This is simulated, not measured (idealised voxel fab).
A process module follows: voxel gate over fins.
The figure presents cross-section cut, which has a width of 160 nm and is divided into square cells with an edge length of 5 nm.
A cross-section is written here as square cells arranged in a grid, and it is given in bands from the top down, each band taking up one or more rows of cells. The entry gives the band's vertical extent as a top height and a bottom height in nm, then its horizontal make-up as materials from left to right, each with a width in nm. "air" stands for empty space; a single material marked "full width" fills the band edge to edge. Height reference: 0 = level under which incoming wafer is all one material. Lowest band: no bottom, runs on downward, e.g. "from 0 down". Top row gets the first number, bottom row gets the second, and each row in between changes by the same step: that is how a band width like "30..40" works. Basically "nothing got changed" means that step didn't change any cell in the cross-section. "Unvented voids" contains a list of empty spaces, each no smaller than 8 cells and without an open way to the top, written in the form width x height at distance with the distance from the left edge and all three in nm. Where a step's line continues beyond its settings, the continuation is a remark by the simulator itself on that step. Regarding "overlay nm": on a step with a mask, it is the distance the mask lay to the right of its planned place; a negative value places it to the left.

So here's the lineup of process steps we planned
1 RECEIVE: material Si
2 CONFORMAL_DEP: material SiN, thk nm 5
3 DIRECTIONAL_DEP: material aC, thk nm 15
4 PATTERN: tone cover, mask id FINS, material resist, width nm 15, pitch nm 60, thk nm 30, overlay nm 0
5 DIRECTIONAL_ETCH: etch materials aC, depth nm 15
6 STRIP: etch materials resist
7 DIRECTIONAL_ETCH: etch materials SiN, depth nm 5
8 DIRECTIONAL_ETCH: etch materials Si, depth nm 40
9 STRIP: etch materials aC
10 OXIDIZE: depth nm 5
11 FILL_DEP: material SiO2, thk nm 10
12 CMP: height nm 5
13 DIRECTIONAL_DEP: material aC, thk nm 15
14 PATTERN: tone open, mask id RAIL, material resist, width nm 15, thk nm 35, overlay nm -15
15 DIRECTIONAL_ETCH: etch materials aC, depth nm 15
16 STRIP: etch materials resist
17 DIRECTIONAL_ETCH: etch materials SiO2, depth nm 40
18 STRIP: etch materials aC
19 CONFORMAL_DEP: material TiN, thk nm 5
20 FILL_DEP: material W, thk nm 5
21 CMP: height nm 5
22 SELECTIVE_ETCH: etch materials W Ru TiN, depth nm 20
23 FILL_DEP: material SiO2, thk nm 5
24 CMP: height nm 5
25 SELECTIVE_ETCH: etch materials SiO2, depth nm 15
26 STRIP: etch materials SiN
27 CONFORMAL_DEP: material HfO2, thk nm 5
28 CONFORMAL_DEP: material TiN, thk nm 5
29 CONFORMAL_DEP: material TiAl, thk nm 5
30 CONFORMAL_DEP: material TiN, thk nm 5
31 FILL_DEP: material W, thk nm 15
32 CMP: height nm 30
33 CONFORMAL_DEP: material SiCN, thk nm 10
Variable across wafers: step 14 overlay nm (plan value is that of the first wafer; starting state common to all).

Cross-section, first of several wafers, as delivered after step 1
  from 0 down = Si full width
  Unvented voids: none

Where each wafer stands at the end of the module, a row apiece: cells of each material gained (+) or lost (-) since it was received, then closed voids
overlay nm -15, +40 HfO2, -270 Si, +64 SiCN, +198 SiO2, +40 TiAl, +89 TiN, +95 W, Unvented voids: none
overlay nm -10, +40 HfO2, -270 Si, +64 SiCN, +198 SiO2, +40 TiAl, +89 TiN, +95 W, Unvented voids: none
overlay nm -5, +40 HfO2, -270 Si, +64 SiCN, +198 SiO2, +40 TiAl, +89 TiN, +95 W, Unvented voids: none
overlay nm 0, +40 HfO2, -270 Si, +64 SiCN, +198 SiO2, +40 TiAl, +89 TiN, +95 W, Unvented voids: none
overlay nm 5, +40 HfO2, -270 Si, +64 SiCN, +198 SiO2, +40 TiAl, +89 TiN, +95 W, Unvented voids: none
overlay nm 10, +40 HfO2, -270 Si, +64 SiCN, +198 SiO2, +40 TiAl, +89 TiN, +95 W, Unvented voids: none
overlay nm 15, +40 HfO2, -270 Si, +64 SiCN, +198 SiO2, +40 TiAl, +89 TiN, +95 W, Unvented voids: none
